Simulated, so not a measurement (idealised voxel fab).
Process module, titled voxel trench capacitor
Cross-sectional view cut (width: 285 nm; square cell size: 5 nm).
Bands, listed from the top down, are how a cross-section gets written in this document; the cross-section itself is a grid of square cells, and a band is one or more rows of them. Band: top height; bottom height; in nm. Then, left to right: material with width in nm, for each material. "all across": a single material spanning edge to edge. "empty": empty space. Convention: height 0 is the level below which the wafer, as received, is all one material. The lowest band does not terminate at the bottom but continues downward, represented as "top 0, no bottom". A two-number width, for instance "30 to 40", indicates that the width is equal to the first number in the top row of the band and to the second number in the bottom row, and that it changes by a constant amount per row of cells. What does "changes: none" mean for a step? It means no cell of the cross-section changed in that step. Under "Sealed void inventory" you'll find the enclosed gaps, the ones with no way out to the top, that are 8 cells or bigger; each reads width x height at distance, with distance counted from the left edge, everything in nm. after a step's settings: what the simulator itself notes on the step. overlay nm: how far to the right of its planned place the mask lay on this masked step (negative: to the left).
### Set out below are the planned steps of the process
1 RECEIVE (material Si)
2 CONFORMAL_DEP (material SiN; thk nm 5)
3 DIRECTIONAL_DEP (material aC; thk nm 10)
4 PATTERN (tone open; mask id TRENCH; material resist; width nm 25; pitch nm 40; thk nm 30; overlay nm 0)
5 DIRECTIONAL_ETCH (etch materials aC; depth nm 10)
6 STRIP (etch materials resist)
7 DIRECTIONAL_ETCH (etch materials SiN; depth nm 5)
8 DIRECTIONAL_ETCH (etch materials Si; depth nm 40)
9 STRIP (etch materials aC)
10 CONFORMAL_DEP (material Al2O3; thk nm 5)
11 CONFORMAL_DEP (material TiN; thk nm 5)
12 FILL_DEP (material W; thk nm 10)
13 CMP (height nm 5)
### Account of the first of two wafers, which was processed as intended
### as received, after step 1
	top 0, no bottom  Si all across
	Sealed void inventory: none
### Step 2 done - wafer cross-section
	top 5, bottom 0  SiN all across
	Rest of section, below 0: as before.
### Step 3 done - wafer cross-section
	top 15, bottom 5  aC all across
	Rest of section, below 5: as before.
### Step 4 done - wafer cross-section
	top 45, bottom 15  110 resist / 25 empty / 15 resist / 25 empty / 110 resist
	Rest of section, below 15: as before.
### Step 5 done - wafer cross-section
	top 35, bottom 15  110 resist / 25 empty / 15 resist / 25 empty / 110 resist
	top 15, bottom 5  110 aC / 25 empty / 15 aC / 25 empty / 110 aC
	Rest of section, below 5: as before.
### Step 6 done - wafer cross-section
	top 15, bottom 5  110 aC / 25 empty / 15 aC / 25 empty / 110 aC
	Rest of section, below 5: as before.
### Step 7 done - wafer cross-section
	top 15, bottom 5  110 aC / 25 empty / 15 aC / 25 empty / 110 aC
	top 5, bottom 0  110 SiN / 25 empty / 15 SiN / 25 empty / 110 SiN
	Rest of section, below 0: as before.
### Step 8 done - wafer cross-section
	top 15, bottom 5  110 aC / 25 empty / 15 aC / 25 empty / 110 aC
	top 5, bottom 0  110 SiN / 25 empty / 15 SiN / 25 empty / 110 SiN
	top 0, bottom -40  110 Si / 25 empty / 15 Si / 25 empty / 110 Si
	Rest of section, below -40: as before.
### Step 9 done - wafer cross-section
	top 5, bottom 0  110 SiN / 25 empty / 15 SiN / 25 empty / 110 SiN
	Rest of section, below 0: as before.
### Step 10 done - wafer cross-section
	top 10, bottom 5  115 Al2O3 / 15 empty / 25 Al2O3 / 15 empty / 115 Al2O3
	top 5, bottom 0  110 SiN / 5 Al2O3 / 15 empty / 5 Al2O3 / 15 SiN / 5 Al2O3 / 15 empty / 5 Al2O3 / 110 SiN
	top 0, bottom -35  110 Si / 5 Al2O3 / 15 empty / 5 Al2O3 / 15 Si / 5 Al2O3 / 15 empty / 5 Al2O3 / 110 Si
	top -35, bottom -40  110 Si / 25 Al2O3 / 15 Si / 25 Al2O3 / 110 Si
	Rest of section, below -40: as before.
### Step 11 done - wafer cross-section
	top 15, bottom 10  120 TiN / 5 empty / 35 TiN / 5 empty / 120 TiN
	top 10, bottom 5  115 Al2O3 / 5 TiN / 5 empty / 5 TiN / 25 Al2O3 / 5 TiN / 5 empty / 5 TiN / 115 Al2O3
	top 5, bottom 0  110 SiN / 5 Al2O3 / 5 TiN / 5 empty / 5 TiN / 5 Al2O3 / 15 SiN / 5 Al2O3 / 5 TiN / 5 empty / 5 TiN / 5 Al2O3 / 110 SiN
	top 0, bottom -30  110 Si / 5 Al2O3 / 5 TiN / 5 empty / 5 TiN / 5 Al2O3 / 15 Si / 5 Al2O3 / 5 TiN / 5 empty / 5 TiN / 5 Al2O3 / 110 Si
	top -30, bottom -35  110 Si / 5 Al2O3 / 15 TiN / 5 Al2O3 / 15 Si / 5 Al2O3 / 15 TiN / 5 Al2O3 / 110 Si
	Rest of section, below -35: as before.
### Step 12 done - wafer cross-section
	top 25, bottom 15  W all across
	top 15, bottom 10  120 TiN / 5 W / 35 TiN / 5 W / 120 TiN
	top 10, bottom 5  115 Al2O3 / 5 TiN / 5 W / 5 TiN / 25 Al2O3 / 5 TiN / 5 W / 5 TiN / 115 Al2O3
	top 5, bottom 0  110 SiN / 5 Al2O3 / 5 TiN / 5 W / 5 TiN / 5 Al2O3 / 15 SiN / 5 Al2O3 / 5 TiN / 5 W / 5 TiN / 5 Al2O3 / 110 SiN
	top 0, bottom -30  110 Si / 5 Al2O3 / 5 TiN / 5 W / 5 TiN / 5 Al2O3 / 15 Si / 5 Al2O3 / 5 TiN / 5 W / 5 TiN / 5 Al2O3 / 110 Si
	Rest of section, below -30: as before.
### Step 13 done - wafer cross-section
	top 5, bottom 0  110 SiN / 5 Al2O3 / 5 TiN / 5 W / 5 TiN / 5 Al2O3 / 15 SiN / 5 Al2O3 / 5 TiN / 5 W / 5 TiN / 5 Al2O3 / 110 SiN
	Rest of section, below 0: as before.
### Second Wafer (Identical Start and Plan, One Processing Error; Matches First Wafer Through Step 12)
Cross-section of the second wafer corresponding to the planned conclusion of step 13: changes: none
Heads up, the wafer didn't run the way we planned it: the plan's step 13 was left out and never carried out
Per the end-of-run cell counts, the second wafer holds more or fewer of some materials than the first: 51 more of Al2O3, 59 more of TiN, 118 more of W
